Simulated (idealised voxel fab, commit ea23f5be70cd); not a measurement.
Title: Process Module voxel capacitor over wiring
The figure presents cross-section cut, which has a width of 255 nm and is divided into square cells with an edge length of 5 nm.
The cross-sections in this document take the form of a grid made of square cells. They are written out as bands, in order from top to bottom. Each band consists of one or more rows of cells. Band: top height; bottom height; in nm. Then, left to right: material with width in nm, for each material. "full width": a single material spanning edge to edge. "air": empty space. A quick word on heights: they are counted from 0, and under that level the wafer as it came to us is one material throughout. The lowest band is different from the rest in having no bottom; it simply continues downward, written as in "0..down". A width given as "30 to 40" starts at the first number in the band's top row and ends at the second number in its bottom row, shifting by an equal amount at every step from row to row. "no modifications" after a step means that no cell of the cross-section changed. Closed empty spaces (no open way to the top) of 8 cells or more are what "Closed void table" lists, each as width x height at distance from the left edge, nm for all three. Where a step's line continues beyond its settings, the continuation is a remark by the simulator itself on that step. A step's line can hold "overlay nm"; with a mask on that step, the setting says how far right of the planned place the mask lay, while a negative setting says it lay to the left.
Process steps (planned):
1. RECEIVE: material Si
2. CONFORMAL_DEP: material SiO2, thk nm 15
3. DIRECTIONAL_DEP: material TiN, thk nm 5
4. DIRECTIONAL_DEP: material Ru, thk nm 15
5. PATTERN: tone cover, mask id METAL_1, material resist, width nm 30, pitch nm 95, thk nm 15, overlay nm 0
6. DIRECTIONAL_ETCH: etch materials Ru, depth nm 15
7. DIRECTIONAL_ETCH: etch materials TiN, depth nm 5
8. STRIP: etch materials resist
9. FILL_DEP: material lowk, thk nm 5
10. CMP: height nm 35
11. CONFORMAL_DEP: material SiCN, thk nm 5
12. DIRECTIONAL_DEP: material SiO2, thk nm 10
13. MASKED_ETCH: tone open, mask id PLUG_1, width nm 15, etch materials SiO2, depth nm 10, overlay nm -15
14. MASKED_ETCH: tone open, mask id PLUG_1, width nm 15, etch materials SiCN, depth nm 5, overlay nm 0
15. EPI: material Ru, thk nm 10
16. EPI: material Ru, thk nm 5
17. DIRECTIONAL_DEP: material TiN, thk nm 5
18. DIRECTIONAL_DEP: material HfO2, thk nm 5
19. DIRECTIONAL_DEP: material TiN, thk nm 5
20. DIRECTIONAL_DEP: material aC, thk nm 10
21. PATTERN: tone cover, mask id UPPER_PLATE, material resist, width nm 70, thk nm 25, overlay nm 0
22. DIRECTIONAL_ETCH: etch materials aC, depth nm 10
23. STRIP: etch materials resist
24. DIRECTIONAL_ETCH: etch materials TiN, depth nm 5
25. DIRECTIONAL_ETCH: etch materials HfO2, depth nm 5
26. STRIP: etch materials aC
27. PATTERN: tone cover, mask id LOWER_PLATE, material resist, width nm 80, thk nm 15, overlay nm 0
28. DIRECTIONAL_ETCH: etch materials TiN, depth nm 5
29. STRIP: etch materials resist
30. FILL_DEP: material SiO2, thk nm 15
31. CMP: height nm 75
32. PATTERN: tone open, mask id PLUG_2, material resist, width nm 15, thk nm 15, overlay nm 0
33. DIRECTIONAL_ETCH: etch materials SiO2, depth nm 10
34. STRIP: etch materials resist
35. CONFORMAL_DEP: material TiN, thk nm 5
36. FILL_DEP: material Cu, thk nm 10
37. CMP: height nm 75
38. CONFORMAL_DEP: material SiCN, thk nm 5
For this document, wafers share an identical start and vary in the step 13 overlay nm; the plan quotes the first wafer's value.
Cut through the first of several wafers as received, post step 1:
- 0..down: Si full width
- Closed void table: none
Heads up, this table goes wafer by wafer. A row tells you, at the end of the module, how many cells of each material that wafer has put on (+) or dropped (-) since it was received, and then its closed voids:
overlay nm -15 | +1 Cu | +14 HfO2 | +36 Ru | +102 SiCN | +460 SiO2 | +47 TiN | +156 lowk | Closed void table: none
overlay nm -10 | +1 Cu | +14 HfO2 | +43 Ru | +101 SiCN | +454 SiO2 | +47 TiN | +156 lowk | Closed void table: none
overlay nm -5 | +1 Cu | +14 HfO2 | +44 Ru | +100 SiCN | +454 SiO2 | +47 TiN | +156 lowk | Closed void table: none
overlay nm 0 | +1 Cu | +14 HfO2 | +45 Ru | +99 SiCN | +454 SiO2 | +47 TiN | +156 lowk | Closed void table: none
overlay nm 5 | +1 Cu | +14 HfO2 | +44 Ru | +100 SiCN | +454 SiO2 | +47 TiN | +156 lowk | Closed void table: none
overlay nm 10 | +1 Cu | +14 HfO2 | +43 Ru | +101 SiCN | +454 SiO2 | +47 TiN | +156 lowk | Closed void table: none
overlay nm 15 | +1 Cu | +14 HfO2 | +36 Ru | +102 SiCN | +460 SiO2 | +47 TiN | +156 lowk | Closed void table: none
